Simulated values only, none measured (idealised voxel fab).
The process module presented herein is designated voxel gate over fins.
We display cut, a cross-section 295 nm in width whose square cells are each 5 nm.
Cross-section layout: square cells on a grid; listed as bands, top to bottom; a band spans one or more cell rows. Within each band entry, the heights of the top and of the bottom of the band appear first, in that order and in nm; the materials of the band then follow from left to right, each with its corresponding width in nm. The designation "full width" on a single material indicates that it fills the band from edge to edge; the designation "air" indicates empty space. Convention: height 0 is the level below which the wafer, as received, is all one material. The lowest band does not terminate at the bottom but continues downward, represented as "0 and below". When a width is written as two numbers, as in "30 to 40", the first number is the width in the top row of cells of the band and the second is the width in its bottom row, and the width changes by the same amount from each row to the next. You'll sometimes find "nothing altered" written for a step, and that's the way of saying that nowhere in the cross-section did a cell change during that step. Under "Enclosed cavity list" you'll find the enclosed gaps, the ones with no way out to the top, that are 8 cells or bigger; each reads width x height at distance, with distance counted from the left edge, everything in nm. Formally, on a step line, whatever follows the settings is a remark that the simulator itself makes on the step. overlay nm: mask right of planned place by this much (step with mask). Neg. = left.

-- Steps in the process plan
1: RECEIVE: material Si
2: CONFORMAL_DEP: material SiN, thk nm 5
3: MASKED_ETCH: tone cover, mask id FINS, width nm 15, pitch nm 45, etch materials SiN, depth nm 5, overlay nm 0
4: MASKED_ETCH: tone cover, mask id FINS, width nm 15, pitch nm 45, etch materials Si, depth nm 35, overlay nm 0
5: FILL_DEP: material SiO2, thk nm 15
6: CMP: height nm 5
7: SELECTIVE_ETCH: etch materials SiO2, depth nm 20
8: STRIP: etch materials SiN
9: CONFORMAL_DEP: material HfO2, thk nm 5
10: CONFORMAL_DEP: material TiN, thk nm 5
11: CONFORMAL_DEP: material TiAl, thk nm 5
12: CONFORMAL_DEP: material TiN, thk nm 5
13: FILL_DEP: material W, thk nm 10
14: CMP: height nm 25
15: CONFORMAL_DEP: material SiN, thk nm 5

-- Run as planned: first of two wafers

-- The cross-section here shows the wafer as received, i.e. in its state after step 1
0 and below  Si full width
Enclosed cavity list: none

-- Once step 2 is through, the wafer looks like this in cross-section
5 down to 0  SiN full width
Under 0: no change, same as before.

-- Once step 3 is through, the wafer looks like this in cross-section
5 down to 0  70 of air; 15 of SiN; 30 of air; 15 of SiN; 30 of air; 15 of SiN; 30 of air; 15 of SiN; 75 of air
Under 0: no change, same as before.

-- Once step 4 is through, the wafer looks like this in cross-section
5 down to 0  70 of air; 15 of SiN; 30 of air; 15 of SiN; 30 of air; 15 of SiN; 30 of air; 15 of SiN; 75 of air
0 down to -35  70 of air; 15 of Si; 30 of air; 15 of Si; 30 of air; 15 of Si; 30 of air; 15 of Si; 75 of air
Under -35: no change, same as before.

-- Once step 5 is through, the wafer looks like this in cross-section
20 down to 5  SiO2 full width
5 down to 0  70 of SiO2; 15 of SiN; 30 of SiO2; 15 of SiN; 30 of SiO2; 15 of SiN; 30 of SiO2; 15 of SiN; 75 of SiO2
0 down to -35  70 of SiO2; 15 of Si; 30 of SiO2; 15 of Si; 30 of SiO2; 15 of Si; 30 of SiO2; 15 of Si; 75 of SiO2
Under -35: no change, same as before.

-- Once step 6 is through, the wafer looks like this in cross-section
5 down to 0  70 of SiO2; 15 of SiN; 30 of SiO2; 15 of SiN; 30 of SiO2; 15 of SiN; 30 of SiO2; 15 of SiN; 75 of SiO2
Under 0: no change, same as before.

-- Once step 7 is through, the wafer looks like this in cross-section
5 down to 0  70 of air; 15 of SiN; 30 of air; 15 of SiN; 30 of air; 15 of SiN; 30 of air; 15 of SiN; 75 of air
0 down to -15  70 of air; 15 of Si; 30 of air; 15 of Si; 30 of air; 15 of Si; 30 of air; 15 of Si; 75 of air
Under -15: no change, same as before.

-- Once step 8 is through, the wafer looks like this in cross-section
0 down to -15  70 of air; 15 of Si; 30 of air; 15 of Si; 30 of air; 15 of Si; 30 of air; 15 of Si; 75 of air
Under -15: no change, same as before.

-- Once step 9 is through, the wafer looks like this in cross-section
5 down to 0  65 of air; 25 of HfO2; 20 of air; 25 of HfO2; 20 of air; 25 of HfO2; 20 of air; 25 of HfO2; 70 of air
0 down to -10  65 of air; 5 of HfO2; 15 of Si; 5 of HfO2; 20 of air; 5 of HfO2; 15 of Si; 5 of HfO2; 20 of air; 5 of HfO2; 15 of Si; 5 of HfO2; 20 of air; 5 of HfO2; 15 of Si; 5 of HfO2; 70 of air
-10 down to -15  70 of HfO2; 15 of Si; 30 of HfO2; 15 of Si; 30 of HfO2; 15 of Si; 30 of HfO2; 15 of Si; 75 of HfO2
Under -15: no change, same as before.

-- Once step 10 is through, the wafer looks like this in cross-section
10 down to 5  60 of air; 35 of TiN; 10 of air; 35 of TiN; 10 of air; 35 of TiN; 10 of air; 35 of TiN; 65 of air
5 down to 0  60 of air; 5 of TiN; 25 of HfO2; 5 of TiN; 10 of air; 5 of TiN; 25 of HfO2; 5 of TiN; 10 of air; 5 of TiN; 25 of HfO2; 5 of TiN; 10 of air; 5 of TiN; 25 of HfO2; 5 of TiN; 65 of air
0 down to -5  60 of air; 5 of TiN; 5 of HfO2; 15 of Si; 5 of HfO2; 5 of TiN; 10 of air; 5 of TiN; 5 of HfO2; 15 of Si; 5 of HfO2; 5 of TiN; 10 of air; 5 of TiN; 5 of HfO2; 15 of Si; 5 of HfO2; 5 of TiN; 10 of air; 5 of TiN; 5 of HfO2; 15 of Si; 5 of HfO2; 5 of TiN; 65 of air
-5 down to -10  65 of TiN; 5 of HfO2; 15 of Si; 5 of HfO2; 20 of TiN; 5 of HfO2; 15 of Si; 5 of HfO2; 20 of TiN; 5 of HfO2; 15 of Si; 5 of HfO2; 20 of TiN; 5 of HfO2; 15 of Si; 5 of HfO2; 70 of TiN
Under -10: no change, same as before.

-- Once step 11 is through, the wafer looks like this in cross-section
15 down to 10  55 of air; 180 of TiAl; 60 of air
10 down to 5  55 of air; 5 of TiAl; 35 of TiN; 10 of TiAl; 35 of TiN; 10 of TiAl; 35 of TiN; 10 of TiAl; 35 of TiN; 5 of TiAl; 60 of air
5 down to 0  55 of air; 5 of TiAl; 5 of TiN; 25 of HfO2; 5 of TiN; 10 of TiAl; 5 of TiN; 25 of HfO2; 5 of TiN; 10 of TiAl; 5 of TiN; 25 of HfO2; 5 of TiN; 10 of TiAl; 5 of TiN; 25 of HfO2; 5 of TiN; 5 of TiAl; 60 of air
0 down to -5  60 of TiAl; 5 of TiN; 5 of HfO2; 15 of Si; 5 of HfO2; 5 of TiN; 10 of TiAl; 5 of TiN; 5 of HfO2; 15 of Si; 5 of HfO2; 5 of TiN; 10 of TiAl; 5 of TiN; 5 of HfO2; 15 of Si; 5 of HfO2; 5 of TiN; 10 of TiAl; 5 of TiN; 5 of HfO2; 15 of Si; 5 of HfO2; 5 of TiN; 65 of TiAl
Under -5: no change, same as before.

-- Once step 12 is through, the wafer looks like this in cross-section
20 down to 15  50 of air; 190 of TiN; 55 of air
15 down to 10  50 of air; 5 of TiN; 180 of TiAl; 5 of TiN; 55 of air
10 down to 5  50 of air; 5 of TiN; 5 of TiAl; 35 of TiN; 10 of TiAl; 35 of TiN; 10 of TiAl; 35 of TiN; 10 of TiAl; 35 of TiN; 5 of TiAl; 5 of TiN; 55 of air
5 down to 0  55 of TiN; 5 of TiAl; 5 of TiN; 25 of HfO2; 5 of TiN; 10 of TiAl; 5 of TiN; 25 of HfO2; 5 of TiN; 10 of TiAl; 5 of TiN; 25 of HfO2; 5 of TiN; 10 of TiAl; 5 of TiN; 25 of HfO2; 5 of TiN; 5 of TiAl; 60 of TiN
Under 0: no change, same as before.

-- Once step 13 is through, the wafer looks like this in cross-section
30 down to 20  W full width
20 down to 15  50 of W; 190 of TiN; 55 of W
15 down to 10  50 of W; 5 of TiN; 180 of TiAl; 5 of TiN; 55 of W
10 down to 5  50 of W; 5 of TiN; 5 of TiAl; 35 of TiN; 10 of TiAl; 35 of TiN; 10 of TiAl; 35 of TiN; 10 of TiAl; 35 of TiN; 5 of TiAl; 5 of TiN; 55 of W
Under 5: no change, same as before.

-- Once step 14 is through, the wafer looks like this in cross-section
25 down to 20  W full width
Under 20: no change, same as before.

-- Once step 15 is through, the wafer looks like this in cross-section
30 down to 25  SiN full width
Under 25: no change, same as before.

-- Okay, second wafer. Nothing different at the start, nothing different in the plan, just one mistake somewhere in the running. As far as step 2, counting that step, it's the first wafer all over again

-- Cross-sectional representation of the second wafer at the time designated in the plan for the completion of step 3
5 down to 0  70 of air; 15 of SiN; 30 of air; 15 of SiN; 30 of air; 15 of SiN; 30 of air; 15 of SiN; 75 of air
Under 0: no change, same as before.

-- Cross-sectional representation of the second wafer at the time designated in the plan for the completion of step 4
5 down to 0  70 of air; 15 of SiN; 30 of air; 15 of SiN; 30 of air; 15 of SiN; 30 of air; 15 of SiN; 75 of air
0 down to -35  70 of air; 15 of Si; 30 of air; 15 of Si; 30 of air; 15 of Si; 30 of air; 15 of Si; 75 of air
Under -35: no change, same as before.

-- Cross-sectional representation of the second wafer at the time designated in the plan for the completion of step 5
20 down to 5  SiO2 full width
5 down to 0  70 of SiO2; 15 of SiN; 30 of SiO2; 15 of SiN; 30 of SiO2; 15 of SiN; 30 of SiO2; 15 of SiN; 75 of SiO2
0 down to -35  70 of SiO2; 15 of Si; 30 of SiO2; 15 of Si; 30 of SiO2; 15 of Si; 30 of SiO2; 15 of Si; 75 of SiO2
Under -35: no change, same as before.

-- Cross-sectional representation of the second wafer at the time designated in the plan for the completion of step 6
5 down to 0  70 of SiO2; 15 of SiN; 30 of SiO2; 15 of SiN; 30 of SiO2; 15 of SiN; 30 of SiO2; 15 of SiN; 75 of SiO2
Under 0: no change, same as before.

-- Cross-sectional representation of the second wafer at the time designated in the plan for the completion of step 7
5 down to 0  70 of air; 15 of SiN; 30 of air; 15 of SiN; 30 of air; 15 of SiN; 30 of air; 15 of SiN; 75 of air
0 down to -15  70 of air; 15 of Si; 30 of air; 15 of Si; 30 of air; 15 of Si; 30 of air; 15 of Si; 75 of air
Under -15: no change, same as before.

-- Cross-sectional representation of the second wafer at the time designated in the plan for the completion of step 8
0 down to -15  70 of air; 15 of Si; 30 of air; 15 of Si; 30 of air; 15 of Si; 30 of air; 15 of Si; 75 of air
Under -15: no change, same as before.

-- Cross-sectional representation of the second wafer at the time designated in the plan for the completion of step 9
5 down to 0  65 of air; 25 of HfO2; 20 of air; 25 of HfO2; 20 of air; 25 of HfO2; 20 of air; 25 of HfO2; 70 of air
0 down to -10  65 of air; 5 of HfO2; 15 of Si; 5 of HfO2; 20 of air; 5 of HfO2; 15 of Si; 5 of HfO2; 20 of air; 5 of HfO2; 15 of Si; 5 of HfO2; 20 of air; 5 of HfO2; 15 of Si; 5 of HfO2; 70 of air
-10 down to -15  70 of HfO2; 15 of Si; 30 of HfO2; 15 of Si; 30 of HfO2; 15 of Si; 30 of HfO2; 15 of Si; 75 of HfO2
Under -15: no change, same as before.

-- Cross-sectional representation of the second wafer at the time designated in the plan for the completion of step 10
10 down to 5  60 of air; 35 of TiN; 10 of air; 35 of TiN; 10 of air; 35 of TiN; 10 of air; 35 of TiN; 65 of air
5 down to 0  60 of air; 5 of TiN; 25 of HfO2; 5 of TiN; 10 of air; 5 of TiN; 25 of HfO2; 5 of TiN; 10 of air; 5 of TiN; 25 of HfO2; 5 of TiN; 10 of air; 5 of TiN; 25 of HfO2; 5 of TiN; 65 of air
0 down to -5  60 of air; 5 of TiN; 5 of HfO2; 15 of Si; 5 of HfO2; 5 of TiN; 10 of air; 5 of TiN; 5 of HfO2; 15 of Si; 5 of HfO2; 5 of TiN; 10 of air; 5 of TiN; 5 of HfO2; 15 of Si; 5 of HfO2; 5 of TiN; 10 of air; 5 of TiN; 5 of HfO2; 15 of Si; 5 of HfO2; 5 of TiN; 65 of air
-5 down to -10  65 of TiN; 5 of HfO2; 15 of Si; 5 of HfO2; 20 of TiN; 5 of HfO2; 15 of Si; 5 of HfO2; 20 of TiN; 5 of HfO2; 15 of Si; 5 of HfO2; 20 of TiN; 5 of HfO2; 15 of Si; 5 of HfO2; 70 of TiN
Under -10: no change, same as before.

-- Cross-sectional representation of the second wafer at the time designated in the plan for the completion of step 11
15 down to 10  55 of air; 180 of TiAl; 60 of air
10 down to 5  55 of air; 5 of TiAl; 35 of TiN; 10 of TiAl; 35 of TiN; 10 of TiAl; 35 of TiN; 10 of TiAl; 35 of TiN; 5 of TiAl; 60 of air
5 down to 0  55 of air; 5 of TiAl; 5 of TiN; 25 of HfO2; 5 of TiN; 10 of TiAl; 5 of TiN; 25 of HfO2; 5 of TiN; 10 of TiAl; 5 of TiN; 25 of HfO2; 5 of TiN; 10 of TiAl; 5 of TiN; 25 of HfO2; 5 of TiN; 5 of TiAl; 60 of air
0 down to -5  60 of TiAl; 5 of TiN; 5 of HfO2; 15 of Si; 5 of HfO2; 5 of TiN; 10 of TiAl; 5 of TiN; 5 of HfO2; 15 of Si; 5 of HfO2; 5 of TiN; 10 of TiAl; 5 of TiN; 5 of HfO2; 15 of Si; 5 of HfO2; 5 of TiN; 10 of TiAl; 5 of TiN; 5 of HfO2; 15 of Si; 5 of HfO2; 5 of TiN; 65 of TiAl
Under -5: no change, same as before.

-- Cross-sectional representation of the second wafer at the time designated in the plan for the completion of step 12
20 down to 15  50 of air; 190 of TiN; 55 of air
15 down to 10  50 of air; 5 of TiN; 180 of TiAl; 5 of TiN; 55 of air
10 down to 5  50 of air; 5 of TiN; 5 of TiAl; 35 of TiN; 10 of TiAl; 35 of TiN; 10 of TiAl; 35 of TiN; 10 of TiAl; 35 of TiN; 5 of TiAl; 5 of TiN; 55 of air
5 down to 0  55 of TiN; 5 of TiAl; 5 of TiN; 25 of HfO2; 5 of TiN; 10 of TiAl; 5 of TiN; 25 of HfO2; 5 of TiN; 10 of TiAl; 5 of TiN; 25 of HfO2; 5 of TiN; 10 of TiAl; 5 of TiN; 25 of HfO2; 5 of TiN; 5 of TiAl; 60 of TiN
Under 0: no change, same as before.

-- Cross-sectional representation of the second wafer at the time designated in the plan for the completion of step 13
30 down to 20  W full width
20 down to 15  50 of W; 190 of TiN; 55 of W
15 down to 10  50 of W; 5 of TiN; 180 of TiAl; 5 of TiN; 55 of W
10 down to 5  50 of W; 5 of TiN; 5 of TiAl; 35 of TiN; 10 of TiAl; 35 of TiN; 10 of TiAl; 35 of TiN; 10 of TiAl; 35 of TiN; 5 of TiAl; 5 of TiN; 55 of W
Under 5: no change, same as before.

-- Cross-sectional representation of the second wafer at the time designated in the plan for the completion of step 14
25 down to 20  W full width
Under 20: no change, same as before.

-- Cross-sectional representation of the second wafer at the time designated in the plan for the completion of step 15
30 down to 25  SiN full width
Under 25: no change, same as before.
Against the plan, the run slipped here: in the plan, step 3 was performed twice
At process end the two wafers are indistinguishable in cross-section, so the error does not change what this model computes.
